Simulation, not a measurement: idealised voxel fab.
The following process module bears the name voxel spacer lines.
Cross-section cut: width 175 nm, square cells of 5 nm.
Cross-section format: a grid of square cells, given as bands from top to bottom; each band is one or more rows of cells.
Top, bottom (nm), then materials left to right with widths (nm); lone material tagged "throughout" fills the whole band edge to edge; "empty" = empty space.
Heights are measured from 0, the level below which the as-received wafer is all one material; the lowest band has no bottom and continues downward, written as in "z 0 and below".
When a width is written as two numbers, as in "30..40", the first number is the width in the top row of cells of the band and the second is the width in its bottom row, and the width changes by the same amount from each row to the next.
Given "no change" for a step, no cell of the cross-section differs between before and after that step.
The entry titled "Voids, sealed" provides the empty spaces that have no open way to the top, restricted to those of 8 cells or more. Each is presented as width x height at distance, the distance being measured from the left edge, with all three in nm.
Step line, after settings: the simulator's comment on this step.
A step's line can hold "overlay nm"; with a mask on that step, the setting says how far right of the planned place the mask lay, while a negative setting says it lay to the left.

STEPS IN THE PROCESS PLAN
1. RECEIVE,material Si
2. CONFORMAL_DEP,material Al2O3,thk nm 5
3. DIRECTIONAL_DEP,material W,thk nm 15
4. DIRECTIONAL_DEP,material aC,thk nm 30
5. PATTERN,tone cover,mask id MANDREL,material resist,width nm 20,pitch nm 70,thk nm 35,overlay nm -15
6. DIRECTIONAL_ETCH,etch materials aC,depth nm 30
7. STRIP,etch materials resist
8. CONFORMAL_DEP,material SiN,thk nm 15
9. DIRECTIONAL_ETCH,etch materials SiN,depth nm 15
10. STRIP,etch materials aC
11. DIRECTIONAL_ETCH,etch materials W,depth nm 15
12. STRIP,etch materials SiN
13. FILL_DEP,material SiO2,thk nm 5
14. CMP,height nm 20
Every wafer here starts from the same state; it is the step 5 overlay nm that distinguishes them, and the value the plan gives belongs to the first wafer.

CROSS-SECTION OF THE FIRST OF SEVERAL WAFERS AS RECEIVED (AFTER STEP 1)
* z 0 and below | Si throughout
* Voids, sealed: none

THE TABLE BELOW HAS ONE ROW FOR EACH WAFER; A ROW SHOWS, AS OF THE END OF THE MODULE, HOW MANY CELLS OF EACH MATERIAL THE WAFER HAS GAINED, MARKED (+), OR LOST, MARKED (-), SINCE IT WAS RECEIVED, AND THEN THE WAFER'S CLOSED VOIDS
overlay nm -15; +35 Al2O3; +69 SiO2; +36 W; Voids, sealed: none
overlay nm -10; +35 Al2O3; +69 SiO2; +36 W; Voids, sealed: none
overlay nm -5; +35 Al2O3; +69 SiO2; +36 W; Voids, sealed: none
overlay nm 0; +35 Al2O3; +69 SiO2; +36 W; Voids, sealed: none
overlay nm 5; +35 Al2O3; +69 SiO2; +36 W; Voids, sealed: none
overlay nm 10; +35 Al2O3; +69 SiO2; +36 W; Voids, sealed: none
overlay nm 15; +35 Al2O3; +69 SiO2; +36 W; Voids, sealed: none
